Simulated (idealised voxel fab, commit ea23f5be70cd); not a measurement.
The process module that follows is named voxel self aligned contacts.
Shown is cross-section cut, with a width of 165 nm and square cells of size 5 nm.
Format of a cross-section: grid, square cells. Given as bands. Order: top down. Band: one or more rows of cells. Within each band entry, the heights of the top and of the bottom of the band appear first, in that order and in nm; the materials of the band then follow from left to right, each with its corresponding width in nm. The designation "everywhere" on a single material indicates that it fills the band from edge to edge; the designation "empty" indicates empty space. Ref level 0: as-received wafer is one material below here. Bottom band extends down with no lower bound ("0 down"). With a width like "30 to 40", each row of cells in the band differs from the next by the same amount, the top row carrying the first number and the bottom row the second. When a step is marked "all unchanged", none of the cells in the cross-section changed during that step. "Closed void list" contains a list of empty spaces, each no smaller than 8 cells and without an open way to the top, written in the form width x height at distance with the distance from the left edge and all three in nm. On a step's line, text after the settings is the simulator commenting on that step. overlay nm, on a step with a mask: how far to the right of its planned place the mask lay; to the left if negative. Each of the pairs that make up the rest of this document says: here is the cross-section before one process step, here is the cross-section after it, drawn only down to the lowest band that changed, and here, under the pair, is the step lying between them with its settings. Different pairs may come from different runs of this module on the same starting wafer, so a pair continues from the pair above it only where its entry headed "Pre-step condition" says so.
### Pre-step condition
- 0 down: Si everywhere
- Closed void list: none
### Section, Post-Step
- 0 to -5: SiO2 everywhere
- below -5: unchanged
- Closed void list: none
Step, before to after (see cross-sections above): OXIDIZE,depth nm 5
Pre-step condition: Please consult the pair immediately above; the cross-section it shows after its step is the state before this step.
### Section, Post-Step
- 30 to 0: polySi everywhere
- below 0: unchanged
- Closed void list: none
Step, before to after (see cross-sections above): DIRECTIONAL_DEP,material polySi,thk nm 30
Pre-step condition: Please consult the pair immediately above; the cross-section it shows after its step is the state before this step.
### Section, Post-Step
- 50 to 30: SiN everywhere
- below 30: unchanged
- Closed void list: none
Step, before to after (see cross-sections above): DIRECTIONAL_DEP,material SiN,thk nm 20
Pre-step condition: Please consult the pair immediately above; the cross-section it shows after its step is the state before this step.
### Section, Post-Step
- 65 to 50: aC everywhere
- below 50: unchanged
- Closed void list: none
Step, before to after (see cross-sections above): DIRECTIONAL_DEP,material aC,thk nm 15
Pre-step condition: Please consult the pair immediately above; the cross-section it shows after its step is the state before this step.
### Section, Post-Step
- 95 to 65: empty=30, resist=35, empty=35, resist=35, empty=30
- below 65: unchanged
- Closed void list: none
Step, before to after (see cross-sections above): PATTERN,tone cover,mask id GATE,material resist,width nm 35,pitch nm 70,thk nm 30,overlay nm 0
Pre-step condition: Please consult the pair immediately above; the cross-section it shows after its step is the state before this step.
### Section, Post-Step
- 80 to 65: empty=30, resist=35, empty=35, resist=35, empty=30
- 65 to 50: empty=30, aC=35, empty=35, aC=35, empty=30
- below 50: unchanged
- Closed void list: none
Step, before to after (see cross-sections above): DIRECTIONAL_ETCH,etch materials aC,depth nm 15
Pre-step condition: Please consult the pair immediately above; the cross-section it shows after its step is the state before this step.
### Section, Post-Step
- 65 to 50: empty=30, aC=35, empty=35, aC=35, empty=30
- below 50: unchanged
- Closed void list: none
Step, before to after (see cross-sections above): STRIP,etch materials resist
Pre-step condition: Please consult the pair immediately above; the cross-section it shows after its step is the state before this step.
### Section, Post-Step
- 65 to 50: empty=30, aC=35, empty=35, aC=35, empty=30
- 50 to 30: empty=30, SiN=35, empty=35, SiN=35, empty=30
- below 30: unchanged
- Closed void list: none
Step, before to after (see cross-sections above): DIRECTIONAL_ETCH,etch materials SiN,depth nm 20
Pre-step condition: Please consult the pair immediately above; the cross-section it shows after its step is the state before this step.
### Section, Post-Step
- 65 to 50: empty=30, aC=35, empty=35, aC=35, empty=30
- 50 to 30: empty=30, SiN=35, empty=35, SiN=35, empty=30
- 30 to 0: empty=30, polySi=35, empty=35, polySi=35, empty=30
- below 0: unchanged
- Closed void list: none
Step, before to after (see cross-sections above): DIRECTIONAL_ETCH,etch materials polySi,depth nm 30
Pre-step condition: Please consult the pair immediately above; the cross-section it shows after its step is the state before this step.
### Section, Post-Step
- 50 to 30: empty=30, SiN=35, empty=35, SiN=35, empty=30
- below 30: unchanged
- Closed void list: none
Step, before to after (see cross-sections above): STRIP,etch materials aC
Pre-step condition: Please consult the pair immediately above; the cross-section it shows after its step is the state before this step.
### Section, Post-Step
- 60 to 30: empty=20, SiN=55, empty=15, SiN=55, empty=20
- 30 to 10: empty=20, SiN=10, polySi=35, SiN=10, empty=15, SiN=10, polySi=35, SiN=10, empty=20
- 10 to 0: SiN=30, polySi=35, SiN=35, polySi=35, SiN=30
- below 0: unchanged
- Closed void list: none
Step, before to after (see cross-sections above): CONFORMAL_DEP,material SiN,thk nm 10
Pre-step condition: Please consult the pair immediately above; the cross-section it shows after its step is the state before this step.
### Section, Post-Step
- 50 to 30: empty=20, SiN=55, empty=15, SiN=55, empty=20
- 30 to 0: empty=20, SiN=10, polySi=35, SiN=10, empty=15, SiN=10, polySi=35, SiN=10, empty=20
- below 0: unchanged
- Closed void list: none
Step, before to after (see cross-sections above): DIRECTIONAL_ETCH,etch materials SiN,depth nm 10
Pre-step condition: Please consult the pair immediately above; the cross-section it shows after its step is the state before this step.
### Section, Post-Step
- 65 to 50: SiO2 everywhere
- 50 to 30: SiO2=20, SiN=55, SiO2=15, SiN=55, SiO2=20
- 30 to 0: SiO2=20, SiN=10, polySi=35, SiN=10, SiO2=15, SiN=10, polySi=35, SiN=10, SiO2=20
- below 0: unchanged
- Closed void list: none
Step, before to after (see cross-sections above): FILL_DEP,material SiO2,thk nm 15
Pre-step condition: Please consult the pair immediately above; the cross-section it shows after its step is the state before this step.
### Section, Post-Step
- 60 to 50: SiO2 everywhere
- below 50: unchanged
- Closed void list: none
Step, before to after (see cross-sections above): CMP,height nm 60
Pre-step condition: Please consult the pair immediately above; the cross-section it shows after its step is the state before this step.
### Section, Post-Step
- 75 to 60: aC everywhere
- below 60: unchanged
- Closed void list: none
Step, before to after (see cross-sections above): DIRECTIONAL_DEP,material aC,thk nm 15
Pre-step condition: Please consult the pair immediately above; the cross-section it shows after its step is the state before this step.
### Section, Post-Step
- 105 to 75: resist=60, empty=45, resist=60
- below 75: unchanged
- Closed void list: none
Step, before to after (see cross-sections above): PATTERN,tone open,mask id CONTACT,material resist,width nm 45,thk nm 30,overlay nm 0
Pre-step condition: Please consult the pair immediately above; the cross-section it shows after its step is the state before this step.
### Section, Post-Step
- 90 to 75: resist=60, empty=45, resist=60
- 75 to 60: aC=60, empty=45, aC=60
- below 60: unchanged
- Closed void list: none
Step, before to after (see cross-sections above): DIRECTIONAL_ETCH,etch materials aC,depth nm 15
Pre-step condition: Please consult the pair immediately above; the cross-section it shows after its step is the state before this step.
### Section, Post-Step
- 75 to 60: aC=60, empty=45, aC=60
- below 60: unchanged
- Closed void list: none
Step, before to after (see cross-sections above): STRIP,etch materials resist
Pre-step condition: Please consult the pair immediately above; the cross-section it shows after its step is the state before this step.
### Section, Post-Step
- 75 to 60: aC=60, empty=45, aC=60
- 60 to 50: SiO2=60, empty=45, SiO2=60
- 50 to 30: SiO2=20, SiN=55, empty=15, SiN=55, SiO2=20
- 30 to 0: SiO2=20, SiN=10, polySi=35, SiN=10, empty=15, SiN=10, polySi=35, SiN=10, SiO2=20
- 0 to -5: SiO2=75, empty=15, SiO2=75
- below -5: unchanged
- Closed void list: none
Step, before to after (see cross-sections above): DIRECTIONAL_ETCH,etch materials SiO2,depth nm 65
Pre-step condition: Please consult the pair immediately above; the cross-section it shows after its step is the state before this step.
### Section, Post-Step
- 60 to 50: SiO2=60, empty=45, SiO2=60
- below 50: unchanged
- Closed void list: none
Step, before to after (see cross-sections above): STRIP,etch materials aC
Pre-step condition: Please consult the pair immediately above; the cross-section it shows after its step is the state before this step.
### Section, Post-Step
- 65 to 60: TiN=65, empty=35, TiN=65
- 60 to 50: SiO2=60, TiN=5 to 20, empty=35 to 5, TiN=5 to 20, SiO2=60
- 50 to 30: SiO2=20, SiN=55, TiN=5, empty=5, TiN=5, SiN=55, SiO2=20
- 30 to 0: SiO2=20, SiN=10, polySi=35, SiN=10, TiN=5, empty=5, TiN=5, SiN=10, polySi=35, SiN=10, SiO2=20
- 0 to -5: SiO2=75, TiN=15, SiO2=75
- below -5: unchanged
- Closed void list: none
Step, before to after (see cross-sections above): CONFORMAL_DEP,material TiN,thk nm 5
Pre-step condition: Please consult the pair immediately above; the cross-section it shows after its step is the state before this step.
### Section, Post-Step
- 75 to 65: Ru everywhere
- 65 to 60: TiN=65, Ru=35, TiN=65
- 60 to 50: SiO2=60, TiN=5 to 20, Ru=35 to 5, TiN=5 to 20, SiO2=60
- 50 to 30: SiO2=20, SiN=55, TiN=5, Ru=5, TiN=5, SiN=55, SiO2=20
- 30 to 0: SiO2=20, SiN=10, polySi=35, SiN=10, TiN=5, Ru=5, TiN=5, SiN=10, polySi=35, SiN=10, SiO2=20
- below 0: unchanged
- Closed void list: none
Step, before to after (see cross-sections above): FILL_DEP,material Ru,thk nm 10
Pre-step condition: Please consult the pair immediately above; the cross-section it shows after its step is the state before this step.
### Section, Post-Step
- 60 to 50: SiO2=60, TiN=5 to 20, Ru=35 to 5, TiN=5 to 20, SiO2=60
- below 50: unchanged
- Closed void list: none
Step, before to after (see cross-sections above): CMP,height nm 60
Pre-step condition: Please consult the pair immediately above; the cross-section it shows after its step is the state before this step.
### Section, Post-Step
- 65 to 60: SiCN everywhere
- below 60: unchanged
- Closed void list: none
Step, before to after (see cross-sections above): CONFORMAL_DEP,material SiCN,thk nm 5
### Pre-step condition
- 75 to 65: Ru everywhere
- 65 to 60: TiN=65, Ru=35, TiN=65
- 60 to 50: SiO2=60, TiN=5 to 20, Ru=35 to 5, TiN=5 to 20, SiO2=60
- 50 to 30: SiO2=20, SiN=55, TiN=5, Ru=5, TiN=5, SiN=55, SiO2=20
- 30 to 0: SiO2=20, SiN=10, polySi=35, SiN=10, TiN=5, Ru=5, TiN=5, SiN=10, polySi=35, SiN=10, SiO2=20
- 0 to -5: SiO2=75, TiN=15, SiO2=75
- -5 down: Si everywhere
- Closed void list: none
### Section, Post-Step
- 80 to 75: SiCN everywhere
- below 75: unchanged
- Closed void list: none
Step, before to after (see cross-sections above): CONFORMAL_DEP,material SiCN,thk nm 5
### Pre-step condition
- 30 to 0: polySi everywhere
- 0 to -5: SiO2 everywhere
- -5 down: Si everywhere
- Closed void list: none
### Section, Post-Step
- 60 to 0: polySi everywhere
- below 0: unchanged
- Closed void list: none
Step, before to after (see cross-sections above): DIRECTIONAL_DEP,material polySi,thk nm 30
Pre-step condition: Please consult the pair immediately above; the cross-section it shows after its step is the state before this step.
### Section, Post-Step
- 80 to 60: SiN everywhere
- below 60: unchanged
- Closed void list: none
Step, before to after (see cross-sections above): DIRECTIONAL_DEP,material SiN,thk nm 20
Pre-step condition: Please consult the pair immediately above; the cross-section it shows after its step is the state before this step.
### Section, Post-Step
- 95 to 80: aC everywhere
- below 80: unchanged
- Closed void list: none
Step, before to after (see cross-sections above): DIRECTIONAL_DEP,material aC,thk nm 15
Pre-step condition: Please consult the pair immediately above; the cross-section it shows after its step is the state before this step.
### Section, Post-Step
- 125 to 95: empty=30, resist=35, empty=35, resist=35, empty=30
- below 95: unchanged
- Closed void list: none
Step, before to after (see cross-sections above): PATTERN,tone cover,mask id GATE,material resist,width nm 35,pitch nm 70,thk nm 30,overlay nm 0
Pre-step condition: Please consult the pair immediately above; the cross-section it shows after its step is the state before this step.
### Section, Post-Step
- 110 to 95: empty=30, resist=35, empty=35, resist=35, empty=30
- 95 to 80: empty=30, aC=35, empty=35, aC=35, empty=30
- below 80: unchanged
- Closed void list: none
Step, before to after (see cross-sections above): DIRECTIONAL_ETCH,etch materials aC,depth nm 15
Pre-step condition: Please consult the pair immediately above; the cross-section it shows after its step is the state before this step.
### Section, Post-Step
- 95 to 80: empty=30, aC=35, empty=35, aC=35, empty=30
- below 80: unchanged
- Closed void list: none
Step, before to after (see cross-sections above): STRIP,etch materials resist
Pre-step condition: Please consult the pair immediately above; the cross-section it shows after its step is the state before this step.
### Section, Post-Step
- 95 to 80: empty=30, aC=35, empty=35, aC=35, empty=30
- 80 to 60: empty=30, SiN=35, empty=35, SiN=35, empty=30
- below 60: unchanged
- Closed void list: none
Step, before to after (see cross-sections above): DIRECTIONAL_ETCH,etch materials SiN,depth nm 20
Pre-step condition: Please consult the pair immediately above; the cross-section it shows after its step is the state before this step.
### Section, Post-Step
- 95 to 80: empty=30, aC=35, empty=35, aC=35, empty=30
- 80 to 60: empty=30, SiN=35, empty=35, SiN=35, empty=30
- 60 to 30: empty=30, polySi=35, empty=35, polySi=35, empty=30
- below 30: unchanged
- Closed void list: none
Step, before to after (see cross-sections above): DIRECTIONAL_ETCH,etch materials polySi,depth nm 30
Pre-step condition: Please consult the pair immediately above; the cross-section it shows after its step is the state before this step.
### Section, Post-Step
- 80 to 60: empty=30, SiN=35, empty=35, SiN=35, empty=30
- below 60: unchanged
- Closed void list: none
Step, before to after (see cross-sections above): STRIP,etch materials aC
Pre-step condition: Please consult the pair immediately above; the cross-section it shows after its step is the state before this step.
### Section, Post-Step
- 90 to 60: empty=20, SiN=55, empty=15, SiN=55, empty=20
- 60 to 40: empty=20, SiN=10, polySi=35, SiN=10, empty=15, SiN=10, polySi=35, SiN=10, empty=20
- 40 to 30: SiN=30, polySi=35, SiN=35, polySi=35, SiN=30
- below 30: unchanged
- Closed void list: none
Step, before to after (see cross-sections above): CONFORMAL_DEP,material SiN,thk nm 10
Pre-step condition: Please consult the pair immediately above; the cross-section it shows after its step is the state before this step.
### Section, Post-Step
- 80 to 60: empty=20, SiN=55, empty=15, SiN=55, empty=20
- 60 to 30: empty=20, SiN=10, polySi=35, SiN=10, empty=15, SiN=10, polySi=35, SiN=10, empty=20
- below 30: unchanged
- Closed void list: none
Step, before to after (see cross-sections above): DIRECTIONAL_ETCH,etch materials SiN,depth nm 10
Pre-step condition: Please consult the pair immediately above; the cross-section it shows after its step is the state before this step.
### Section, Post-Step
- 95 to 80: SiO2 everywhere
- 80 to 60: SiO2=20, SiN=55, SiO2=15, SiN=55, SiO2=20
- 60 to 30: SiO2=20, SiN=10, polySi=35, SiN=10, SiO2=15, SiN=10, polySi=35, SiN=10, SiO2=20
- below 30: unchanged
- Closed void list: none
Step, before to after (see cross-sections above): FILL_DEP,material SiO2,thk nm 15
Pre-step condition: Please consult the pair immediately above; the cross-section it shows after its step is the state before this step.
### Section, Post-Step
- 60 to 30: SiO2=20, SiN=10, polySi=35, SiN=10, SiO2=15, SiN=10, polySi=35, SiN=10, SiO2=20
- below 30: unchanged
- Closed void list: none
Step, before to after (see cross-sections above): CMP,height nm 60
Pre-step condition: Please consult the pair immediately above; the cross-section it shows after its step is the state before this step.
### Section, Post-Step
- 75 to 60: aC everywhere
- below 60: unchanged
- Closed void list: none
Step, before to after (see cross-sections above): DIRECTIONAL_DEP,material aC,thk nm 15
Pre-step condition: Please consult the pair immediately above; the cross-section it shows after its step is the state before this step.
### Section, Post-Step
- 105 to 75: resist=60, empty=45, resist=60
- below 75: unchanged
- Closed void list: none
Step, before to after (see cross-sections above): PATTERN,tone open,mask id CONTACT,material resist,width nm 45,thk nm 30,overlay nm 0
Pre-step condition: Please consult the pair immediately above; the cross-section it shows after its step is the state before this step.
### Section, Post-Step
- 90 to 75: resist=60, empty=45, resist=60
- 75 to 60: aC=60, empty=45, aC=60
- below 60: unchanged
- Closed void list: none
Step, before to after (see cross-sections above): DIRECTIONAL_ETCH,etch materials aC,depth nm 15
Pre-step condition: Please consult the pair immediately above; the cross-section it shows after its step is the state before this step.
### Section, Post-Step
- 75 to 60: aC=60, empty=45, aC=60
- below 60: unchanged
- Closed void list: none
Step, before to after (see cross-sections above): STRIP,etch materials resist
Pre-step condition: Please consult the pair immediately above; the cross-section it shows after its step is the state before this step.
### Section, Post-Step
- 75 to 60: aC=60, empty=45, aC=60
- 60 to 30: SiO2=20, SiN=10, polySi=35, SiN=10, empty=15, SiN=10, polySi=35, SiN=10, SiO2=20
- below 30: unchanged
- Closed void list: none
Step, before to after (see cross-sections above): DIRECTIONAL_ETCH,etch materials SiO2,depth nm 65
Pre-step condition: Please consult the pair immediately above; the cross-section it shows after its step is the state before this step.
### Section, Post-Step
- 60 to 30: SiO2=20, SiN=10, polySi=35, SiN=10, empty=15, SiN=10, polySi=35, SiN=10, SiO2=20
- below 30: unchanged
- Closed void list: none
Step, before to after (see cross-sections above): STRIP,etch materials aC
Pre-step condition: Please consult the pair immediately above; the cross-section it shows after its step is the state before this step.
### Section, Post-Step
- 65 to 60: TiN=80, empty=5, TiN=80
- 60 to 35: SiO2=20, SiN=10, polySi=35, SiN=10, TiN=5, empty=5, TiN=5, SiN=10, polySi=35, SiN=10, SiO2=20
- 35 to 30: SiO2=20, SiN=10, polySi=35, SiN=10, TiN=15, SiN=10, polySi=35, SiN=10, SiO2=20
- below 30: unchanged
- Closed void list: none
Step, before to after (see cross-sections above): CONFORMAL_DEP,material TiN,thk nm 5
Pre-step condition: Please consult the pair immediately above; the cross-section it shows after its step is the state before this step.
### Section, Post-Step
- 75 to 65: Ru everywhere
- 65 to 60: TiN=80, Ru=5, TiN=80
- 60 to 35: SiO2=20, SiN=10, polySi=35, SiN=10, TiN=5, Ru=5, TiN=5, SiN=10, polySi=35, SiN=10, SiO2=20
- below 35: unchanged
- Closed void list: none
Step, before to after (see cross-sections above): FILL_DEP,material Ru,thk nm 10
Pre-step condition: Please consult the pair immediately above; the cross-section it shows after its step is the state before this step.
### Section, Post-Step
- 60 to 35: SiO2=20, SiN=10, polySi=35, SiN=10, TiN=5, Ru=5, TiN=5, SiN=10, polySi=35, SiN=10, SiO2=20
- below 35: unchanged
- Closed void list: none
Step, before to after (see cross-sections above): CMP,height nm 60
Pre-step condition: Please consult the pair immediately above; the cross-section it shows after its step is the state before this step.
### Section, Post-Step
- 65 to 60: SiCN everywhere
- below 60: unchanged
- Closed void list: none
Step, before to after (see cross-sections above): CONFORMAL_DEP,material SiCN,thk nm 5
### Pre-step condition
- 0 down: Si everywhere
- Closed void list: none
### Section, Post-Step
- 30 to 0: polySi everywhere
- below 0: unchanged
- Closed void list: none
Step, before to after (see cross-sections above): DIRECTIONAL_DEP,material polySi,thk nm 30
Pre-step condition: Please consult the pair immediately above; the cross-section it shows after its step is the state before this step.
### Section, Post-Step
- 30 to 25: SiO2 everywhere
- below 25: unchanged
- Closed void list: none
Step, before to after (see cross-sections above): OXIDIZE,depth nm 5
Pre-step condition: Please consult the pair immediately above; the cross-section it shows after its step is the state before this step.
### Section, Post-Step
- 50 to 30: SiN everywhere
- below 30: unchanged
- Closed void list: none
Step, before to after (see cross-sections above): DIRECTIONAL_DEP,material SiN,thk nm 20
Pre-step condition: Please consult the pair immediately above; the cross-section it shows after its step is the state before this step.
### Section, Post-Step
- 65 to 50: aC everywhere
- below 50: unchanged
- Closed void list: none
Step, before to after (see cross-sections above): DIRECTIONAL_DEP,material aC,thk nm 15
Pre-step condition: Please consult the pair immediately above; the cross-section it shows after its step is the state before this step.
### Section, Post-Step
- 95 to 65: empty=30, resist=35, empty=35, resist=35, empty=30
- below 65: unchanged
- Closed void list: none
Step, before to after (see cross-sections above): PATTERN,tone cover,mask id GATE,material resist,width nm 35,pitch nm 70,thk nm 30,overlay nm 0
Pre-step condition: Please consult the pair immediately above; the cross-section it shows after its step is the state before this step.
### Section, Post-Step
- 80 to 65: empty=30, resist=35, empty=35, resist=35, empty=30
- 65 to 50: empty=30, aC=35, empty=35, aC=35, empty=30
- below 50: unchanged
- Closed void list: none
Step, before to after (see cross-sections above): DIRECTIONAL_ETCH,etch materials aC,depth nm 15
Pre-step condition: Please consult the pair immediately above; the cross-section it shows after its step is the state before this step.
### Section, Post-Step
- 65 to 50: empty=30, aC=35, empty=35, aC=35, empty=30
- below 50: unchanged
- Closed void list: none
Step, before to after (see cross-sections above): STRIP,etch materials resist
Pre-step condition: Please consult the pair immediately above; the cross-section it shows after its step is the state before this step.
### Section, Post-Step
- 65 to 50: empty=30, aC=35, empty=35, aC=35, empty=30
- 50 to 30: empty=30, SiN=35, empty=35, SiN=35, empty=30
- below 30: unchanged
- Closed void list: none
Step, before to after (see cross-sections above): DIRECTIONAL_ETCH,etch materials SiN,depth nm 20
Pre-step condition: Please consult the pair immediately above; the cross-section it shows after its step is the state before this step.
### Section, Post-Step
- 50 to 30: empty=30, SiN=35, empty=35, SiN=35, empty=30
- below 30: unchanged
- Closed void list: none
Step, before to after (see cross-sections above): STRIP,etch materials aC
Pre-step condition: Please consult the pair immediately above; the cross-section it shows after its step is the state before this step.
### Section, Post-Step
- 60 to 40: empty=20, SiN=55, empty=15, SiN=55, empty=20
- 40 to 30: SiN everywhere
- below 30: unchanged
- Closed void list: none
Step, before to after (see cross-sections above): CONFORMAL_DEP,material SiN,thk nm 10
Pre-step condition: Please consult the pair immediately above; the cross-section it shows after its step is the state before this step.
### Section, Post-Step
- 50 to 30: empty=20, SiN=55, empty=15, SiN=55, empty=20
- below 30: unchanged
- Closed void list: none
Step, before to after (see cross-sections above): DIRECTIONAL_ETCH,etch materials SiN,depth nm 10
Pre-step condition: Please consult the pair immediately above; the cross-section it shows after its step is the state before this step.
### Section, Post-Step
- 65 to 50: SiO2 everywhere
- 50 to 30: SiO2=20, SiN=55, SiO2=15, SiN=55, SiO2=20
- below 30: unchanged
- Closed void list: none
Step, before to after (see cross-sections above): FILL_DEP,material SiO2,thk nm 15
Pre-step condition: Please consult the pair immediately above; the cross-section it shows after its step is the state before this step.
### Section, Post-Step
- 60 to 50: SiO2 everywhere
- below 50: unchanged
- Closed void list: none
Step, before to after (see cross-sections above): CMP,height nm 60
Pre-step condition: Please consult the pair immediately above; the cross-section it shows after its step is the state before this step.
### Section, Post-Step
- 75 to 60: aC everywhere
- below 60: unchanged
- Closed void list: none
Step, before to after (see cross-sections above): DIRECTIONAL_DEP,material aC,thk nm 15
Pre-step condition: Please consult the pair immediately above; the cross-section it shows after its step is the state before this step.
### Section, Post-Step
- 105 to 75: resist=60, empty=45, resist=60
- below 75: unchanged
- Closed void list: none
Step, before to after (see cross-sections above): PATTERN,tone open,mask id CONTACT,material resist,width nm 45,thk nm 30,overlay nm 0
Pre-step condition: Please consult the pair immediately above; the cross-section it shows after its step is the state before this step.
### Section, Post-Step
- 90 to 75: resist=60, empty=45, resist=60
- 75 to 60: aC=60, empty=45, aC=60
- below 60: unchanged
- Closed void list: none
Step, before to after (see cross-sections above): DIRECTIONAL_ETCH,etch materials aC,depth nm 15
Pre-step condition: Please consult the pair immediately above; the cross-section it shows after its step is the state before this step.
### Section, Post-Step
- 75 to 60: aC=60, empty=45, aC=60
- below 60: unchanged
- Closed void list: none
Step, before to after (see cross-sections above): STRIP,etch materials resist
Pre-step condition: Please consult the pair immediately above; the cross-section it shows after its step is the state before this step.
### Section, Post-Step
- 75 to 60: aC=60, empty=45, aC=60
- 60 to 50: SiO2=60, empty=45, SiO2=60
- 50 to 30: SiO2=20, SiN=55, empty=15, SiN=55, SiO2=20
- 30 to 25: SiO2=75, empty=15, SiO2=75
- below 25: unchanged
- Closed void list: none
Step, before to after (see cross-sections above): DIRECTIONAL_ETCH,etch materials SiO2,depth nm 65
Pre-step condition: Please consult the pair immediately above; the cross-section it shows after its step is the state before this step.
### Section, Post-Step
- 60 to 50: SiO2=60, empty=45, SiO2=60
- below 50: unchanged
- Closed void list: none
Step, before to after (see cross-sections above): STRIP,etch materials aC
Pre-step condition: Please consult the pair immediately above; the cross-section it shows after its step is the state before this step.
### Section, Post-Step
- 65 to 60: TiN=65, empty=35, TiN=65
- 60 to 50: SiO2=60, TiN=5 to 20, empty=35 to 5, TiN=5 to 20, SiO2=60
- 50 to 30: SiO2=20, SiN=55, TiN=5, empty=5, TiN=5, SiN=55, SiO2=20
- 30 to 25: SiO2=75, TiN=15, SiO2=75
- below 25: unchanged
- Closed void list: none
Step, before to after (see cross-sections above): CONFORMAL_DEP,material TiN,thk nm 5
Pre-step condition: Please consult the pair immediately above; the cross-section it shows after its step is the state before this step.
### Section, Post-Step
- 75 to 65: Ru everywhere
- 65 to 60: TiN=65, Ru=35, TiN=65
- 60 to 50: SiO2=60, TiN=5 to 20, Ru=35 to 5, TiN=5 to 20, SiO2=60
- 50 to 30: SiO2=20, SiN=55, TiN=5, Ru=5, TiN=5, SiN=55, SiO2=20
- below 30: unchanged
- Closed void list: none
Step, before to after (see cross-sections above): FILL_DEP,material Ru,thk nm 10
Pre-step condition: Please consult the pair immediately above; the cross-section it shows after its step is the state before this step.
### Section, Post-Step
- 60 to 50: SiO2=60, TiN=5 to 20, Ru=35 to 5, TiN=5 to 20, SiO2=60
- below 50: unchanged
- Closed void list: none
Step, before to after (see cross-sections above): CMP,height nm 60
Pre-step condition: Please consult the pair immediately above; the cross-section it shows after its step is the state before this step.
### Section, Post-Step
- 65 to 60: SiCN everywhere
- below 60: unchanged
- Closed void list: none
Step, before to after (see cross-sections above): CONFORMAL_DEP,material SiCN,thk nm 5
### Pre-step condition
- 65 to 50: empty=30, aC=35, empty=35, aC=35, empty=30
- 50 to 30: SiN everywhere
- 30 to 0: polySi everywhere
- 0 to -5: SiO2 everywhere
- -5 down: Si everywhere
- Closed void list: none
### Section, Post-Step
- 65 to 50: empty=30, aC=35, empty=35, aC=35, empty=30
- 50 to 40: empty=30, SiN=35, empty=35, SiN=35, empty=30
- below 40: unchanged
- Closed void list: none
Step, before to after (see cross-sections above): DIRECTIONAL_ETCH,etch materials SiN,depth nm 10
Pre-step condition: Please consult the pair immediately above; the cross-section it shows after its step is the state before this step.
### Section, Post-Step
- 50 to 40: empty=30, SiN=35, empty=35, SiN=35, empty=30
- below 40: unchanged
- Closed void list: none
Step, before to after (see cross-sections above): STRIP,etch materials aC
Pre-step condition: Please consult the pair immediately above; the cross-section it shows after its step is the state before this step.
### Section, Post-Step
- 60 to 50: empty=20, SiN=55, empty=15, SiN=55, empty=20
- 50 to 30: SiN everywhere
- below 30: unchanged
- Closed void list: none
Step, before to after (see cross-sections above): CONFORMAL_DEP,material SiN,thk nm 10
Pre-step condition: Please consult the pair immediately above; the cross-section it shows after its step is the state before this step.
### Section, Post-Step
- 50 to 40: empty=20, SiN=55, empty=15, SiN=55, empty=20
- below 40: unchanged
- Closed void list: none
Step, before to after (see cross-sections above): DIRECTIONAL_ETCH,etch materials SiN,depth nm 10
Pre-step condition: Please consult the pair immediately above; the cross-section it shows after its step is the state before this step.
### Section, Post-Step
- 65 to 50: SiO2 everywhere
- 50 to 40: SiO2=20, SiN=55, SiO2=15, SiN=55, SiO2=20
- below 40: unchanged
- Closed void list: none
Step, before to after (see cross-sections above): FILL_DEP,material SiO2,thk nm 15
Pre-step condition: Please consult the pair immediately above; the cross-section it shows after its step is the state before this step.
### Section, Post-Step
- 60 to 50: SiO2 everywhere
- below 50: unchanged
- Closed void list: none
Step, before to after (see cross-sections above): CMP,height nm 60
Pre-step condition: Please consult the pair immediately above; the cross-section it shows after its step is the state before this step.
### Section, Post-Step
- 75 to 60: aC everywhere
- below 60: unchanged
- Closed void list: none
Step, before to after (see cross-sections above): DIRECTIONAL_DEP,material aC,thk nm 15
Pre-step condition: Please consult the pair immediately above; the cross-section it shows after its step is the state before this step.
### Section, Post-Step
- 105 to 75: resist=60, empty=45, resist=60
- below 75: unchanged
- Closed void list: none
Step, before to after (see cross-sections above): PATTERN,tone open,mask id CONTACT,material resist,width nm 45,thk nm 30,overlay nm 0
Pre-step condition: Please consult the pair immediately above; the cross-section it shows after its step is the state before this step.
### Section, Post-Step
- 90 to 75: resist=60, empty=45, resist=60
- 75 to 60: aC=60, empty=45, aC=60
- below 60: unchanged
- Closed void list: none
Step, before to after (see cross-sections above): DIRECTIONAL_ETCH,etch materials aC,depth nm 15
Pre-step condition: Please consult the pair immediately above; the cross-section it shows after its step is the state before this step.
### Section, Post-Step
- 75 to 60: aC=60, empty=45, aC=60
- below 60: unchanged
- Closed void list: none
Step, before to after (see cross-sections above): STRIP,etch materials resist
Pre-step condition: Please consult the pair immediately above; the cross-section it shows after its step is the state before this step.
### Section, Post-Step
- 75 to 60: aC=60, empty=45, aC=60
- 60 to 50: SiO2=60, empty=45, SiO2=60
- 50 to 40: SiO2=20, SiN=55, empty=15, SiN=55, SiO2=20
- below 40: unchanged
- Closed void list: none
Step, before to after (see cross-sections above): DIRECTIONAL_ETCH,etch materials SiO2,depth nm 65
Pre-step condition: Please consult the pair immediately above; the cross-section it shows after its step is the state before this step.
### Section, Post-Step
- 60 to 50: SiO2=60, empty=45, SiO2=60
- below 50: unchanged
- Closed void list: none
Step, before to after (see cross-sections above): STRIP,etch materials aC
Pre-step condition: Please consult the pair immediately above; the cross-section it shows after its step is the state before this step.
### Section, Post-Step
- 65 to 60: TiN=65, empty=35, TiN=65
- 60 to 50: SiO2=60, TiN=5 to 20, empty=35 to 5, TiN=5 to 20, SiO2=60
- 50 to 45: SiO2=20, SiN=55, TiN=5, empty=5, TiN=5, SiN=55, SiO2=20
- 45 to 40: SiO2=20, SiN=55, TiN=15, SiN=55, SiO2=20
- below 40: unchanged
- Closed void list: none
Step, before to after (see cross-sections above): CONFORMAL_DEP,material TiN,thk nm 5
Pre-step condition: Please consult the pair immediately above; the cross-section it shows after its step is the state before this step.
### Section, Post-Step
- 75 to 65: Ru everywhere
- 65 to 60: TiN=65, Ru=35, TiN=65
- 60 to 50: SiO2=60, TiN=5 to 20, Ru=35 to 5, TiN=5 to 20, SiO2=60
- 50 to 45: SiO2=20, SiN=55, TiN=5, Ru=5, TiN=5, SiN=55, SiO2=20
- below 45: unchanged
- Closed void list: none
Step, before to after (see cross-sections above): FILL_DEP,material Ru,thk nm 10
Pre-step condition: Please consult the pair immediately above; the cross-section it shows after its step is the state before this step.
### Section, Post-Step
- 60 to 50: SiO2=60, TiN=5 to 20, Ru=35 to 5, TiN=5 to 20, SiO2=60
- below 50: unchanged
- Closed void list: none
Step, before to after (see cross-sections above): CMP,height nm 60
Pre-step condition: Please consult the pair immediately above; the cross-section it shows after its step is the state before this step.
### Section, Post-Step
- 65 to 60: SiCN everywhere
- below 60: unchanged
- Closed void list: none
Step, before to after (see cross-sections above): CONFORMAL_DEP,material SiCN,thk nm 5
